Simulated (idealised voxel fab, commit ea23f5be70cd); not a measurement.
Process module in this document: voxel released beams
In the cross-section labelled cut, the width is 220 nm and each square cell is 5 nm.
Cross-section layout: square cells on a grid; listed as bands, top to bottom; a band spans one or more cell rows. What a band's entry tells you: where the top is and where the bottom is, as heights in nm, and after that what lies inside, material by material from left to right, each with its width in nm. Empty space is written as the word "blank", and a single material marked with the word "full width" occupies the band from edge to edge. Heights are reckoned from 0. Under this level, the received wafer is all of one material. The bottommost band is open-ended downward, for example "0 and below". It should be noted that a width expressed as "30->40" varies in equal increments from row to row of cells within the band, taking the value of the first number at the top row and that of the second number at the bottom row. Key: "all unchanged" - step with no changed cell in the cross-section. Voids not open to the top, 8 cells minimum: see "Closed void roster". Written width x height at distance; distance is from the left edge; nm. On each step's line, the part that comes after the settings is the simulator's own comment on the step. The setting "overlay nm" may be written on the line of a step. When the step uses a mask, the value reports how far to the right of the planned place the mask lay, and a negative value reports that it lay to the left.

# Here's what the planned process steps look like
1,RECEIVE,material Si
2,CONFORMAL_DEP,material Al2O3,thk nm 10
3,DIRECTIONAL_DEP,material SiO2,thk nm 10
4,PATTERN,tone open,mask id ANCHOR,material resist,width nm 35,thk nm 15,overlay nm 0
5,DIRECTIONAL_ETCH,etch materials SiO2,depth nm 10
6,STRIP,etch materials resist
7,CONFORMAL_DEP,material polySi,thk nm 15
8,DIRECTIONAL_DEP,material aC,thk nm 15
9,PATTERN,tone cover,mask id BEAM,material resist,width nm 85,thk nm 30,overlay nm 0
10,DIRECTIONAL_ETCH,etch materials aC,depth nm 15
11,STRIP,etch materials resist
12,DIRECTIONAL_ETCH,etch materials polySi,depth nm 15
13,STRIP,etch materials aC
14,STRIP,etch materials SiO2

# The first of two wafers, run as planned

# As received (post step 1): cross-section
> 0 and below = Si full width
> Closed void roster: none

# Presented here is a cross-section of the wafer after step 2 has been performed
> 10 down to 0 = Al2O3 full width
> Heights below 0 show no change.

# Presented here is a cross-section of the wafer after step 3 has been performed
> 20 down to 10 = SiO2 full width
> Heights below 10 show no change.

# Presented here is a cross-section of the wafer after step 4 has been performed
> 35 down to 20 = resist (70) | blank (35) | resist (115)
> Heights below 20 show no change.

# Presented here is a cross-section of the wafer after step 5 has been performed
> 35 down to 20 = resist (70) | blank (35) | resist (115)
> 20 down to 10 = SiO2 (70) | blank (35) | SiO2 (115)
> Heights below 10 show no change.

# Presented here is a cross-section of the wafer after step 6 has been performed
> 20 down to 10 = SiO2 (70) | blank (35) | SiO2 (115)
> Heights below 10 show no change.

# Presented here is a cross-section of the wafer after step 7 has been performed
> 35 down to 25 = polySi (85) | blank (5) | polySi (130)
> 25 down to 20 = polySi full width
> 20 down to 10 = SiO2 (70) | polySi (35) | SiO2 (115)
> Heights below 10 show no change.

# Presented here is a cross-section of the wafer after step 8 has been performed
> 50 down to 40 = aC (85) | blank (5) | aC (130)
> 40 down to 35 = aC full width
> 35 down to 25 = polySi (85) | aC (5) | polySi (130)
> Heights below 25 show no change.

# Presented here is a cross-section of the wafer after step 9 has been performed
> 80 down to 50 = blank (65) | resist (85) | blank (70)
> 50 down to 40 = aC (85) | resist (5) | aC (130)
> Heights below 40 show no change.

# Presented here is a cross-section of the wafer after step 10 has been performed
> 65 down to 50 = blank (65) | resist (85) | blank (70)
> 50 down to 40 = blank (65) | aC (20) | resist (5) | aC (60) | blank (70)
> 40 down to 35 = blank (65) | aC (85) | blank (70)
> Heights below 35 show no change.

# Presented here is a cross-section of the wafer after step 11 has been performed
> 50 down to 40 = blank (65) | aC (20) | blank (5) | aC (60) | blank (70)
> Heights below 40 show no change.

# Presented here is a cross-section of the wafer after step 12 has been performed
> 50 down to 40 = blank (65) | aC (20) | blank (5) | aC (60) | blank (70)
> 40 down to 35 = blank (65) | aC (85) | blank (70)
> 35 down to 25 = blank (65) | polySi (20) | aC (5) | polySi (60) | blank (70)
> 25 down to 20 = blank (65) | polySi (85) | blank (70)
> Heights below 20 show no change.

# Presented here is a cross-section of the wafer after step 13 has been performed
> 35 down to 25 = blank (65) | polySi (20) | blank (5) | polySi (60) | blank (70)
> Heights below 25 show no change.

# Presented here is a cross-section of the wafer after step 14 has been performed
> 35 down to 25 = blank (65) | polySi (20) | blank (5) | polySi (60) | blank (70)
> 25 down to 20 = blank (65) | polySi (85) | blank (70)
> 20 down to 10 = blank (70) | polySi (35) | blank (115)
> Heights below 10 show no change.

# For the second wafer, take the first wafer's start and plan, then add one mistake made in running it; everything through step 7, that step included, is shared with the first

# At the planned end of step 8, the second wafer in cross-section
> 50 down to 40 = Al2O3 (85) | blank (5) | Al2O3 (130)
> 40 down to 35 = Al2O3 full width
> 35 down to 25 = polySi (85) | Al2O3 (5) | polySi (130)
> Heights below 25 show no change.

# At the planned end of step 9, the second wafer in cross-section
> 80 down to 50 = blank (65) | resist (85) | blank (70)
> 50 down to 40 = Al2O3 (85) | resist (5) | Al2O3 (130)
> Heights below 40 show no change.

# At the planned end of step 10, the second wafer in cross-section
> 65 down to 50 = blank (65) | resist (85) | blank (70)
> Heights below 50 show no change.

# At the planned end of step 11, the second wafer in cross-section
> 50 down to 40 = Al2O3 (85) | blank (5) | Al2O3 (130)
> Heights below 40 show no change.

At the planned end of step 12, the second wafer in cross-section: all unchanged

At the planned end of step 13, the second wafer in cross-section: all unchanged

At the planned end of step 14, the second wafer in cross-section: all unchanged
It is concluded that the wafer was processed incorrectly with respect to the plan, in that so step 8 ended up running with a different setting than we planned, it ran as DIRECTIONAL_DEP,material Al2O3,thk nm 15
Bottom line after processing is that, in cells, the second wafer is up or down on some materials versus the first: +132 Al2O3 | +74 SiO2 | +81 polySi
